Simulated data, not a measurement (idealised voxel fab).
The following process module bears the name voxel self aligned vias.
cross-section cut | 275 nm wide | cells 5 nm
Each cross-section below is a grid of square cells, stated as bands in top-down order, with one or more rows of cells making up each band. Per band: top height and bottom height in nm, followed by the left-to-right materials and their widths in nm; "all across" marks a single material spanning edge to edge, "empty" marks empty space. Height datum 0, below which the as-received substrate wafer is one material. Lowest band open at the bottom, running downward: "0 nm and below". The width entry "30..40" should be interpreted row by row: the top row of cells in the band takes the first number, the bottom row takes the second number, and the change between adjacent rows is uniform throughout. What does "nothing got changed" mean for a step? It means no cell of the cross-section changed in that step. Heads up: "Trapped void list" only lists the empty pockets with no open path to the top that are 8 cells or more, and it writes them as width x height at distance, distance from the left edge, in nm. Heads up: the bit after the settings on a step's line is the simulator's remark on that step. When a step includes a mask, the "overlay nm" setting on its line states how far to the right of its planned place that mask lay, and negative values state how far to the left.
[Set out below are the planned steps of the process]
1) RECEIVE, material Si
2) CONFORMAL_DEP, material SiO2, thk nm 10
3) CONFORMAL_DEP, material SiCN, thk nm 5
4) DIRECTIONAL_DEP, material SiO2, thk nm 20
5) MASKED_ETCH, tone open, mask id LINES, width nm 20, pitch nm 50, etch materials SiO2, depth nm 20, overlay nm 0
6) CONFORMAL_DEP, material TiN, thk nm 5
7) FILL_DEP, material W, thk nm 10
8) CMP, height nm 35
9) SELECTIVE_ETCH, etch materials W Ru TiN, depth nm 10
10) FILL_DEP, material SiN, thk nm 10
11) CMP, height nm 35
12) DIRECTIONAL_DEP, material SiO2, thk nm 15
13) PATTERN, tone open, mask id VIAS, material resist, width nm 30, thk nm 15, overlay nm 0
14) DIRECTIONAL_ETCH, etch materials SiO2, depth nm 15
15) DIRECTIONAL_ETCH, etch materials SiN, depth nm 10
16) STRIP, etch materials resist
17) CONFORMAL_DEP, material TiN, thk nm 5
18) FILL_DEP, material Ru, thk nm 5
19) CMP, height nm 50
20) CONFORMAL_DEP, material SiN, thk nm 5
[First out of two wafers; run went to plan]
[Step 1 complete: cross-section of the wafer as received]
- 0 nm and below = Si all across
- Trapped void list: none
[The wafer in cross-section once step 2 is complete]
- 10 nm to 0 nm = SiO2 all across
- Below 0 it's all the same as before, nothing changed down there.
[The wafer in cross-section once step 3 is complete]
- 15 nm to 10 nm = SiCN all across
- Below 10 it's all the same as before, nothing changed down there.
[The wafer in cross-section once step 4 is complete]
- 35 nm to 15 nm = SiO2 all across
- Below 15 it's all the same as before, nothing changed down there.
[The wafer in cross-section once step 5 is complete]
- 35 nm to 15 nm = SiO2: 100, then empty: 20, then SiO2: 30, then empty: 20, then SiO2: 105
- Below 15 it's all the same as before, nothing changed down there.
[The wafer in cross-section once step 6 is complete]
- 40 nm to 35 nm = TiN: 105, then empty: 10, then TiN: 40, then empty: 10, then TiN: 110
- 35 nm to 20 nm = SiO2: 100, then TiN: 5, then empty: 10, then TiN: 5, then SiO2: 30, then TiN: 5, then empty: 10, then TiN: 5, then SiO2: 105
- 20 nm to 15 nm = SiO2: 100, then TiN: 20, then SiO2: 30, then TiN: 20, then SiO2: 105
- Below 15 it's all the same as before, nothing changed down there.
[The wafer in cross-section once step 7 is complete]
- 50 nm to 40 nm = W all across
- 40 nm to 35 nm = TiN: 105, then W: 10, then TiN: 40, then W: 10, then TiN: 110
- 35 nm to 20 nm = SiO2: 100, then TiN: 5, then W: 10, then TiN: 5, then SiO2: 30, then TiN: 5, then W: 10, then TiN: 5, then SiO2: 105
- Below 20 it's all the same as before, nothing changed down there.
[The wafer in cross-section once step 8 is complete]
- 35 nm to 20 nm = SiO2: 100, then TiN: 5, then W: 10, then TiN: 5, then SiO2: 30, then TiN: 5, then W: 10, then TiN: 5, then SiO2: 105
- Below 20 it's all the same as before, nothing changed down there.
[The wafer in cross-section once step 9 is complete]
- 35 nm to 25 nm = SiO2: 100, then empty: 20, then SiO2: 30, then empty: 20, then SiO2: 105
- Below 25 it's all the same as before, nothing changed down there.
[The wafer in cross-section once step 10 is complete]
- 45 nm to 35 nm = SiN all across
- 35 nm to 25 nm = SiO2: 100, then SiN: 20, then SiO2: 30, then SiN: 20, then SiO2: 105
- Below 25 it's all the same as before, nothing changed down there.
[The wafer in cross-section once step 11 is complete]
- 35 nm to 25 nm = SiO2: 100, then SiN: 20, then SiO2: 30, then SiN: 20, then SiO2: 105
- Below 25 it's all the same as before, nothing changed down there.
[The wafer in cross-section once step 12 is complete]
- 50 nm to 35 nm = SiO2 all across
- Below 35 it's all the same as before, nothing changed down there.
[The wafer in cross-section once step 13 is complete]
- 65 nm to 50 nm = resist: 95, then empty: 30, then resist: 150
- Below 50 it's all the same as before, nothing changed down there.
[The wafer in cross-section once step 14 is complete]
- 65 nm to 50 nm = resist: 95, then empty: 30, then resist: 150
- 50 nm to 35 nm = SiO2: 95, then empty: 30, then SiO2: 150
- Below 35 it's all the same as before, nothing changed down there.
[The wafer in cross-section once step 15 is complete]
- 65 nm to 50 nm = resist: 95, then empty: 30, then resist: 150
- 50 nm to 35 nm = SiO2: 95, then empty: 30, then SiO2: 150
- 35 nm to 25 nm = SiO2: 100, then empty: 20, then SiO2: 30, then SiN: 20, then SiO2: 105
- Below 25 it's all the same as before, nothing changed down there.
[The wafer in cross-section once step 16 is complete]
- 50 nm to 35 nm = SiO2: 95, then empty: 30, then SiO2: 150
- Below 35 it's all the same as before, nothing changed down there.
[The wafer in cross-section once step 17 is complete]
- 55 nm to 50 nm = TiN: 100, then empty: 20, then TiN: 155
- 50 nm to 40 nm = SiO2: 95, then TiN: 5, then empty: 20, then TiN: 5, then SiO2: 150
- 40 nm to 35 nm = SiO2: 95, then TiN: 10, then empty: 10, then TiN: 10, then SiO2: 150
- 35 nm to 30 nm = SiO2: 100, then TiN: 5, then empty: 10, then TiN: 5, then SiO2: 30, then SiN: 20, then SiO2: 105
- 30 nm to 25 nm = SiO2: 100, then TiN: 20, then SiO2: 30, then SiN: 20, then SiO2: 105
- Below 25 it's all the same as before, nothing changed down there.
[The wafer in cross-section once step 18 is complete]
- 60 nm to 55 nm = Ru all across
- 55 nm to 50 nm = TiN: 100, then Ru: 20, then TiN: 155
- 50 nm to 40 nm = SiO2: 95, then TiN: 5, then Ru: 20, then TiN: 5, then SiO2: 150
- 40 nm to 35 nm = SiO2: 95, then TiN: 10, then Ru: 10, then TiN: 10, then SiO2: 150
- 35 nm to 30 nm = SiO2: 100, then TiN: 5, then Ru: 10, then TiN: 5, then SiO2: 30, then SiN: 20, then SiO2: 105
- Below 30 it's all the same as before, nothing changed down there.
[The wafer in cross-section once step 19 is complete]
- 50 nm to 40 nm = SiO2: 95, then TiN: 5, then Ru: 20, then TiN: 5, then SiO2: 150
- Below 40 it's all the same as before, nothing changed down there.
[The wafer in cross-section once step 20 is complete]
- 55 nm to 50 nm = SiN all across
- Below 50 it's all the same as before, nothing changed down there.
[Second wafer: same start and same plan as the first, one execution error; identical to the first through step 2]
Second wafer, cut view, end of step 3 per plan: nothing got changed
[Second wafer, cut view, end of step 4 per plan]
- 30 nm to 0 nm = SiO2 all across
- Below 0 it's all the same as before, nothing changed down there.
[Second wafer, cut view, end of step 5 per plan]
- 30 nm to 10 nm = SiO2: 100, then empty: 20, then SiO2: 30, then empty: 20, then SiO2: 105
- Below 10 it's all the same as before, nothing changed down there.
[Second wafer, cut view, end of step 6 per plan]
- 35 nm to 30 nm = TiN: 105, then empty: 10, then TiN: 40, then empty: 10, then TiN: 110
- 30 nm to 15 nm = SiO2: 100, then TiN: 5, then empty: 10, then TiN: 5, then SiO2: 30, then TiN: 5, then empty: 10, then TiN: 5, then SiO2: 105
- 15 nm to 10 nm = SiO2: 100, then TiN: 20, then SiO2: 30, then TiN: 20, then SiO2: 105
- Below 10 it's all the same as before, nothing changed down there.
[Second wafer, cut view, end of step 7 per plan]
- 45 nm to 35 nm = W all across
- 35 nm to 30 nm = TiN: 105, then W: 10, then TiN: 40, then W: 10, then TiN: 110
- 30 nm to 15 nm = SiO2: 100, then TiN: 5, then W: 10, then TiN: 5, then SiO2: 30, then TiN: 5, then W: 10, then TiN: 5, then SiO2: 105
- Below 15 it's all the same as before, nothing changed down there.
[Second wafer, cut view, end of step 8 per plan]
- 35 nm to 30 nm = TiN: 105, then W: 10, then TiN: 40, then W: 10, then TiN: 110
- Below 30 it's all the same as before, nothing changed down there.
[Second wafer, cut view, end of step 9 per plan]
- 30 nm to 25 nm = SiO2: 100, then empty: 20, then SiO2: 30, then empty: 20, then SiO2: 105
- Below 25 it's all the same as before, nothing changed down there.
[Second wafer, cut view, end of step 10 per plan]
- 40 nm to 30 nm = SiN all across
- 30 nm to 25 nm = SiO2: 100, then SiN: 20, then SiO2: 30, then SiN: 20, then SiO2: 105
- Below 25 it's all the same as before, nothing changed down there.
[Second wafer, cut view, end of step 11 per plan]
- 35 nm to 30 nm = SiN all across
- Below 30 it's all the same as before, nothing changed down there.
[Second wafer, cut view, end of step 12 per plan]
- 50 nm to 35 nm = SiO2 all across
- Below 35 it's all the same as before, nothing changed down there.
[Second wafer, cut view, end of step 13 per plan]
- 65 nm to 50 nm = resist: 95, then empty: 30, then resist: 150
- Below 50 it's all the same as before, nothing changed down there.
[Second wafer, cut view, end of step 14 per plan]
- 65 nm to 50 nm = resist: 95, then empty: 30, then resist: 150
- 50 nm to 35 nm = SiO2: 95, then empty: 30, then SiO2: 150
- Below 35 it's all the same as before, nothing changed down there.
[Second wafer, cut view, end of step 15 per plan]
- 65 nm to 50 nm = resist: 95, then empty: 30, then resist: 150
- 50 nm to 35 nm = SiO2: 95, then empty: 30, then SiO2: 150
- 35 nm to 30 nm = SiN: 95, then empty: 30, then SiN: 150
- 30 nm to 25 nm = SiO2: 100, then empty: 20, then SiO2: 30, then SiN: 20, then SiO2: 105
- Below 25 it's all the same as before, nothing changed down there.
[Second wafer, cut view, end of step 16 per plan]
- 50 nm to 35 nm = SiO2: 95, then empty: 30, then SiO2: 150
- Below 35 it's all the same as before, nothing changed down there.
[Second wafer, cut view, end of step 17 per plan]
- 55 nm to 50 nm = TiN: 100, then empty: 20, then TiN: 155
- 50 nm to 35 nm = SiO2: 95, then TiN: 5, then empty: 20, then TiN: 5, then SiO2: 150
- 35 nm to 30 nm = SiN: 95, then TiN: 10, then empty: 10, then TiN: 10, then SiN: 150
- 30 nm to 25 nm = SiO2: 100, then TiN: 20, then SiO2: 30, then SiN: 20, then SiO2: 105
- Below 25 it's all the same as before, nothing changed down there.
[Second wafer, cut view, end of step 18 per plan]
- 60 nm to 55 nm = Ru all across
- 55 nm to 50 nm = TiN: 100, then Ru: 20, then TiN: 155
- 50 nm to 35 nm = SiO2: 95, then TiN: 5, then Ru: 20, then TiN: 5, then SiO2: 150
- 35 nm to 30 nm = SiN: 95, then TiN: 10, then Ru: 10, then TiN: 10, then SiN: 150
- Below 30 it's all the same as before, nothing changed down there.
[Second wafer, cut view, end of step 19 per plan]
- 50 nm to 35 nm = SiO2: 95, then TiN: 5, then Ru: 20, then TiN: 5, then SiO2: 150
- Below 35 it's all the same as before, nothing changed down there.
[Second wafer, cut view, end of step 20 per plan]
- 55 nm to 50 nm = SiN all across
- Below 50 it's all the same as before, nothing changed down there.
Short version of what went wrong: step 3 of the plan got skipped, so it never ran
Upon completion, the second wafer contains, in terms of cells, a greater or smaller amount of certain materials than the first wafer: Ru +2; SiCN -55; SiN +45; TiN +4; W +4
